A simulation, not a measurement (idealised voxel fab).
Process module, titled voxel self aligned vias
280 nm wide, 5 nm square cells: that's cross-section cut.
How to read a cross-section here: the picture is a grid of square cells, written as bands going from the top down, and any band can span one or more rows of cells. The band entry comprises the height of the band's top followed by the height of its bottom, expressed in nm, and subsequently the band's materials from left to right, each stated together with its width in nm. Where a single material is marked with the word "edge to edge", that material fills the band from edge to edge. The word "empty" represents empty space. It should be noted that heights are counted from 0, beneath which the wafer as supplied is of one material throughout, and that the lowest band possesses no lower boundary but continues downward, as written in "0 down". The two numbers in a width such as "30..40" mark its ends across the band: the first belongs to the top row of cells, the second to the bottom row, and from each row to the next the width moves by the same amount. "remains unaltered" for a step: no cell of the cross-section changed in that step. Voids not open to the top, 8 cells minimum: see "Closed void register". Written width x height at distance; distance is from the left edge; nm. Anything after a step's settings on that line? It's the simulator's own note about the step. "overlay nm" denotes, for a step that has a mask, the displacement of the mask to the right of its planned place, with negative values corresponding to the left.
# This section lists the process steps that were planned
1 RECEIVE (material Si)
2 CONFORMAL_DEP (material SiO2; thk nm 15)
3 CONFORMAL_DEP (material SiCN; thk nm 5)
4 DIRECTIONAL_DEP (material lowk; thk nm 30)
5 MASKED_ETCH (tone open; mask id LINES; width nm 30; pitch nm 75; etch materials lowk; depth nm 30; overlay nm 0)
6 CONFORMAL_DEP (material TiN; thk nm 5)
7 FILL_DEP (material W; thk nm 10)
8 CMP (height nm 50)
9 SELECTIVE_ETCH (etch materials W Ru TiN; depth nm 10)
10 FILL_DEP (material SiN; thk nm 10)
11 CMP (height nm 50)
12 DIRECTIONAL_DEP (material lowk; thk nm 20)
13 MASKED_ETCH (tone open; mask id VIAS; width nm 50; etch materials lowk; depth nm 20; overlay nm 0)
14 MASKED_ETCH (tone open; mask id VIAS; width nm 50; etch materials SiN; depth nm 10; overlay nm 0)
15 CONFORMAL_DEP (material TiN; thk nm 5)
16 FILL_DEP (material Ru; thk nm 5)
17 CMP (height nm 70)
18 CONFORMAL_DEP (material SiN; thk nm 5)
# On the first of the two wafers: run conducted according to plan
# Shown in cross-section is the wafer as received, that is, as it stands after step 1
0 down  Si edge to edge
Closed void register: none
# Sectional view: wafer, after step 2
15 to 0  SiO2 edge to edge
Below a height of 0, the structure has not been altered.
# Sectional view: wafer, after step 3
20 to 15  SiCN edge to edge
Below a height of 15, the structure has not been altered.
# Sectional view: wafer, after step 4
50 to 20  lowk edge to edge
Below a height of 20, the structure has not been altered.
# Sectional view: wafer, after step 5
50 to 20  lowk 85  empty 30  lowk 45  empty 30  lowk 90
Below a height of 20, the structure has not been altered.
# Sectional view: wafer, after step 6
55 to 50  TiN 90  empty 20  TiN 55  empty 20  TiN 95
50 to 25  lowk 85  TiN 5  empty 20  TiN 5  lowk 45  TiN 5  empty 20  TiN 5  lowk 90
25 to 20  lowk 85  TiN 30  lowk 45  TiN 30  lowk 90
Below a height of 20, the structure has not been altered.
# Sectional view: wafer, after step 7
65 to 55  W edge to edge
55 to 50  TiN 90  W 20  TiN 55  W 20  TiN 95
50 to 25  lowk 85  TiN 5  W 20  TiN 5  lowk 45  TiN 5  W 20  TiN 5  lowk 90
Below a height of 25, the structure has not been altered.
# Sectional view: wafer, after step 8
50 to 25  lowk 85  TiN 5  W 20  TiN 5  lowk 45  TiN 5  W 20  TiN 5  lowk 90
Below a height of 25, the structure has not been altered.
# Sectional view: wafer, after step 9
50 to 40  lowk 85  empty 30  lowk 45  empty 30  lowk 90
Below a height of 40, the structure has not been altered.
# Sectional view: wafer, after step 10
60 to 50  SiN edge to edge
50 to 40  lowk 85  SiN 30  lowk 45  SiN 30  lowk 90
Below a height of 40, the structure has not been altered.
# Sectional view: wafer, after step 11
50 to 40  lowk 85  SiN 30  lowk 45  SiN 30  lowk 90
Below a height of 40, the structure has not been altered.
# Sectional view: wafer, after step 12
70 to 50  lowk edge to edge
Below a height of 50, the structure has not been altered.
# Sectional view: wafer, after step 13
70 to 50  lowk 75  empty 50  lowk 155
Below a height of 50, the structure has not been altered.
# Sectional view: wafer, after step 14
70 to 50  lowk 75  empty 50  lowk 155
50 to 40  lowk 85  empty 30  lowk 45  SiN 30  lowk 90
Below a height of 40, the structure has not been altered.
# Sectional view: wafer, after step 15
75 to 70  TiN 80  empty 40  TiN 160
70 to 55  lowk 75  TiN 5  empty 40  TiN 5  lowk 155
55 to 50  lowk 75  TiN 15  empty 20  TiN 15  lowk 155
50 to 45  lowk 85  TiN 5  empty 20  TiN 5  lowk 45  SiN 30  lowk 90
45 to 40  lowk 85  TiN 30  lowk 45  SiN 30  lowk 90
Below a height of 40, the structure has not been altered.
# Sectional view: wafer, after step 16
80 to 75  Ru edge to edge
75 to 70  TiN 80  Ru 40  TiN 160
70 to 55  lowk 75  TiN 5  Ru 40  TiN 5  lowk 155
55 to 50  lowk 75  TiN 15  Ru 20  TiN 15  lowk 155
50 to 45  lowk 85  TiN 5  Ru 20  TiN 5  lowk 45  SiN 30  lowk 90
Below a height of 45, the structure has not been altered.
# Sectional view: wafer, after step 17
70 to 55  lowk 75  TiN 5  Ru 40  TiN 5  lowk 155
Below a height of 55, the structure has not been altered.
# Sectional view: wafer, after step 18
75 to 70  SiN edge to edge
Below a height of 70, the structure has not been altered.
# The second wafer began exactly as the first did and followed the same plan, but one mistake was made while running it; through step 12 inclusive, the two wafers are identical
# Second wafer cross-section, taken as of the time the plan sets for step 13 to be done
70 to 50  empty 75  lowk 50  empty 155
Below a height of 50, the structure has not been altered.
Second wafer cross-section, taken as of the time the plan sets for step 14 to be done: remains unaltered
# Second wafer cross-section, taken as of the time the plan sets for step 15 to be done
75 to 70  empty 70  TiN 60  empty 150
70 to 55  empty 70  TiN 5  lowk 50  TiN 5  empty 150
55 to 50  TiN 75  lowk 50  TiN 155
Below a height of 50, the structure has not been altered.
# Second wafer cross-section, taken as of the time the plan sets for step 16 to be done
80 to 75  Ru edge to edge
75 to 70  Ru 70  TiN 60  Ru 150
70 to 55  Ru 70  TiN 5  lowk 50  TiN 5  Ru 150
Below a height of 55, the structure has not been altered.
# Second wafer cross-section, taken as of the time the plan sets for step 17 to be done
70 to 55  Ru 70  TiN 5  lowk 50  TiN 5  Ru 150
Below a height of 55, the structure has not been altered.
# Second wafer cross-section, taken as of the time the plan sets for step 18 to be done
75 to 70  SiN edge to edge
Below a height of 70, the structure has not been altered.
In executing the process, a mistake was made relative to the plan: step 13 was run on a setting that differed from the plan, and what really ran there is MASKED_ETCH (tone cover; mask id VIAS; width nm 50; etch materials lowk; depth nm 20; overlay nm 0)
Count the cells at the end and the second wafer has more or fewer of some materials than the first: Ru +100, SiN +12, TiN +32, lowk -144
